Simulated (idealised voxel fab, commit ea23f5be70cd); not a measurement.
A process module follows: voxel tone inversion.
Square cells of 5 nm make up the cross-section cut, whose width is 240 nm.
Notation: cross-section as square-cell grid; stated in bands, top first, going down; one or more cell rows per band. In this notation a band is specified by the heights of its top and bottom, in that order and in nm, after which its materials appear from left to right, each paired with its width in nm. The word "edge to edge" attached to a single material means that material fills the band from edge to edge; the word "blank" stands for empty space. We count height from 0. Below that, the starting wafer is all one material. The lowest band never ends at the bottom but goes on down; see "0 and below" for how that is written. When a width is written as two numbers, as in "30->40", the first number is the width in the top row of cells of the band and the second is the width in its bottom row, and the width changes by the same amount from each row to the next. A step reported as "stayed the same" is a step in which no cell of the cross-section changed. "Closed voids list" enumerates empty spaces isolated from the top, with no open way to it, that contain at least 8 cells, giving each as width x height at distance from the left edge, all three in nm. Past the settings on a step's line: simulator remark, on that step. A step's line can hold "overlay nm"; with a mask on that step, the setting says how far right of the planned place the mask lay, while a negative setting says it lay to the left.
THE PROCESS STEPS THAT WERE PLANNED ARE LISTED BELOW
| 1 | RECEIVE [material Si] |
| 2 | CONFORMAL_DEP [material SiCN] [thk nm 5] |
| 3 | DIRECTIONAL_DEP [material polySi] [thk nm 20] |
| 4 | PATTERN [tone cover] [mask id POSTS] [material resist] [width nm 25] [pitch nm 55] [thk nm 30] [overlay nm 0] |
| 5 | DIRECTIONAL_ETCH [etch materials polySi] [depth nm 20] |
| 6 | STRIP [etch materials resist] |
| 7 | FILL_DEP [material lowk] [thk nm 10] |
| 8 | CMP [height nm 25] |
| 9 | STRIP [etch materials polySi] |
DELIVERED WAFER IN CROSS-SECTION: STATE AFTER STEP 1
* 0 and below | Si edge to edge
* Closed voids list: none
MODULE COMPLETE - CROSS-SECTION OF THE FIRST OF TWO WAFERS, RUN ACCORDING TO PLAN
* 25 down to 5 | 50 nm lowk / 25 nm blank / 30 nm lowk / 25 nm blank / 30 nm lowk / 25 nm blank / 55 nm lowk
* 5 down to 0 | SiCN edge to edge
* 0 and below | Si edge to edge
* Closed voids list: none
THE SECOND WAFER, SHOWN IN CROSS-SECTION AFTER THE MODULE: STARTED THE SAME WAY AS THE FIRST AND GIVEN THE SAME PLAN, YET ONE MISTAKE CREPT INTO HOW IT WAS RUN
* 25 down to 20 | lowk edge to edge
* 20 down to 0 | 50 nm lowk / 25 nm polySi / 30 nm lowk / 25 nm polySi / 30 nm lowk / 25 nm polySi / 55 nm lowk
* 0 and below | Si edge to edge
* Closed voids list: none
Error vs. plan: the run left out plan step 2 entirely, so it was never executed
FYI, end of process, the second wafer has more or fewer cells of some materials than the first: SiCN -48 | lowk +48 | polySi +60
